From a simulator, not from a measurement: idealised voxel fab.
process module | voxel air gaps
cross-section cut | 245 nm wide | cells 5 nm
A cross-section is a grid of square cells, given in bands from the top down. A band is one or more rows of cells.
Each band's line starts with the height of the band's top and of its bottom, in nm. Then come its materials from left to right, each with its width in nm. One material with "throughout" fills the band from edge to edge. "air" is empty space.
Height 0 is the level under which the wafer as received is all one material. The lowest band goes on downwards, as in "0 down".
A width such as "30 to 40" changes by the same amount from each row of cells to the next, from the band's top row to its bottom row.
"no change" after a step means that no cell of the cross-section changed.
closed voids: empty space of 8 cells or more with no open way to the top, each as width x height at its distance from the left edge, in nm
after a step's settings: what the simulator itself notes on the step
overlay nm, on a step with a mask: how far to the right of its planned place the mask lay; to the left if negative
plan
1 op RECEIVE | material Si
2 op CONFORMAL_DEP | material SiO2 | thk nm 10
3 op CONFORMAL_DEP | material SiCN | thk nm 5
4 op DIRECTIONAL_DEP | material SiO2 | thk nm 40
5 op MASKED_ETCH | tone open | mask id LINES | width nm 25 | pitch nm 50 | etch materials SiO2 | depth nm 40 | overlay nm 0
6 op CONFORMAL_DEP | material TiN | thk nm 5
7 op FILL_DEP | material W | thk nm 5
8 op CMP | height nm 55
9 op EPI | material Ru | thk nm 10
10 op SELECTIVE_ETCH | etch materials SiO2 | depth nm 50
11 op CONFORMAL_DEP | material SiCN | thk nm 5
as received, after step 1
  0 down: Si throughout
  closed voids: none
first wafer at the end, as planned
  70 to 65: air 45 | SiCN 155 | air 45
  65 to 55: air 45 | SiCN 5 | Ru 45 | SiCN 5 | Ru 45 | SiCN 5 | Ru 45 | SiCN 5 | air 45
  55 to 50: air 45 | SiCN 15 | TiN 5 | W 15 | TiN 5 | SiCN 25 | TiN 5 | W 15 | TiN 5 | SiCN 25 | TiN 5 | W 15 | TiN 5 | SiCN 15 | air 45
  50 to 20: air 55 | SiCN 5 | TiN 5 | W 15 | TiN 5 | SiCN 5 | air 15 | SiCN 5 | TiN 5 | W 15 | TiN 5 | SiCN 5 | air 15 | SiCN 5 | TiN 5 | W 15 | TiN 5 | SiCN 5 | air 55
  20 to 15: SiCN 60 | TiN 25 | SiCN 25 | TiN 25 | SiCN 25 | TiN 25 | SiCN 60
  15 to 10: SiCN throughout
  10 to 0: SiO2 throughout
  0 down: Si throughout
  closed voids: 15 x 30 at 90; 15 x 30 at 140
second wafer at the end: like start, like plan, one mistake
  70 to 65: SiCN throughout
  65 to 55: Ru throughout
  55 to 50: W throughout
  50 to 45: TiN 65 | W 15 | TiN 35 | W 15 | TiN 35 | W 15 | TiN 65
  45 to 10: SiO2 60 | TiN 5 | W 15 | TiN 5 | SiO2 25 | TiN 5 | W 15 | TiN 5 | SiO2 25 | TiN 5 | W 15 | TiN 5 | SiO2 60
  10 to 5: SiO2 60 | TiN 25 | SiO2 25 | TiN 25 | SiO2 25 | TiN 25 | SiO2 60
  5 to 0: SiCN throughout
  0 down: Si throughout
  closed voids: none
what went wrong: step 2 was left out
at the end the second wafer has, in cells: 44 more of Ru | 76 fewer of SiCN | 174 more of SiO2 | 40 more of TiN | 58 more of W
closed voids at the end (first wafer, second wafer): 2, 0
